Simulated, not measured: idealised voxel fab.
The following process module bears the name voxel ribs on slabs.
Square cells of 5 nm make up the cross-section cut, whose width is 280 nm.
Heads up, the way a cross-section reads in here is a grid of square cells, handed over as bands from the top down, with every band being one or more rows of cells. This entry defines a band. It first specifies the height of the band's top and the height of its bottom in nm, and then specifies the band's materials from left to right, stating each material with its width in nm. The word "throughout" identifies a single material that fills the band from edge to edge, while the word "blank" identifies empty space. Heights are expressed relative to 0, this being the level below which the as-received wafer comprises one material exclusively. The lowest band is unbounded in the downward direction and is denoted as in "0..down". So if you see something like "30->40" for the width, read it as the top row of the band sitting at the first number and the bottom row at the second, with every row in between moving by the same amount as the last. What does "same as before" mean for a step? It means no cell of the cross-section changed in that step. "Sealed internal voids" lists enclosed empty spaces (at least 8 cells, no open path upward to the top), each as width x height at distance from the left edge, in nm. after a step's settings: what the simulator itself notes on the step. The line of a step may include "overlay nm". On a step with a mask, this value is how far to the right of its planned place the mask lay. A negative value means the mask lay to the left.
PLANNED STEP LIST FOR THE PROCESS
1 RECEIVE [material Si]
2 DIRECTIONAL_DEP [material SiO2] [thk nm 25]
3 DIRECTIONAL_DEP [material polySi] [thk nm 15]
4 DIRECTIONAL_DEP [material aC] [thk nm 10]
5 PATTERN [tone cover] [mask id RIB] [material resist] [width nm 15] [thk nm 30] [overlay nm 0]
6 DIRECTIONAL_ETCH [etch materials aC] [depth nm 10]
7 STRIP [etch materials resist]
8 DIRECTIONAL_ETCH [etch materials polySi] [depth nm 10]
9 STRIP [etch materials aC]
10 MASKED_ETCH [tone cover] [mask id SLAB] [width nm 45] [etch materials polySi] [depth nm 5] [overlay nm 0]
11 FILL_DEP [material SiO2] [thk nm 15]
12 CMP [height nm 50]
13 DIRECTIONAL_DEP [material TiN] [thk nm 5]
14 MASKED_ETCH [tone cover] [mask id HEATER] [width nm 25] [etch materials TiN] [depth nm 5] [overlay nm 0]
15 CONFORMAL_DEP [material SiO2] [thk nm 10]
SHOWN IN CROSS-SECTION IS THE WAFER AS RECEIVED, THAT IS, AS IT STANDS AFTER STEP 1
0..down = Si throughout
Sealed internal voids: none
FIRST OF TWO WAFERS, END-OF-MODULE SECTION, RUN FOLLOWED PLAN
65..60 = blank 115 / SiO2 45 / blank 120
60..55 = SiO2 throughout
55..50 = SiO2 125 / TiN 25 / SiO2 130
50..40 = SiO2 throughout
40..30 = SiO2 130 / polySi 15 / SiO2 135
30..25 = SiO2 115 / polySi 45 / SiO2 120
25..0 = SiO2 throughout
0..down = Si throughout
Sealed internal voids: none
CROSS-SECTIONAL IMAGE OF THE SECOND WAFER OF THE TWO FOLLOWING COMPLETION OF THE MODULE. STARTING STATE AND PROCESS PLAN WERE THE SAME AS FOR THE FIRST WAFER; ONE EXECUTION ERROR OCCURRED
65..60 = SiO2 135 / blank 5 / SiO2 140
60..55 = SiO2 throughout
55..50 = TiN 125 / SiO2 25 / TiN 130
50..40 = SiO2 throughout
40..30 = SiO2 130 / polySi 15 / SiO2 135
30..25 = SiO2 115 / polySi 45 / SiO2 120
25..0 = SiO2 throughout
0..down = Si throughout
Sealed internal voids: none
Misprocessing identified: step 14 ran differently from the plan; actual operation with settings: MASKED_ETCH [tone open] [mask id HEATER] [width nm 25] [etch materials TiN] [depth nm 5] [overlay nm 0]
The closing comparison, in cells, has the second wafer with more or fewer of some materials than the first: +46 TiN
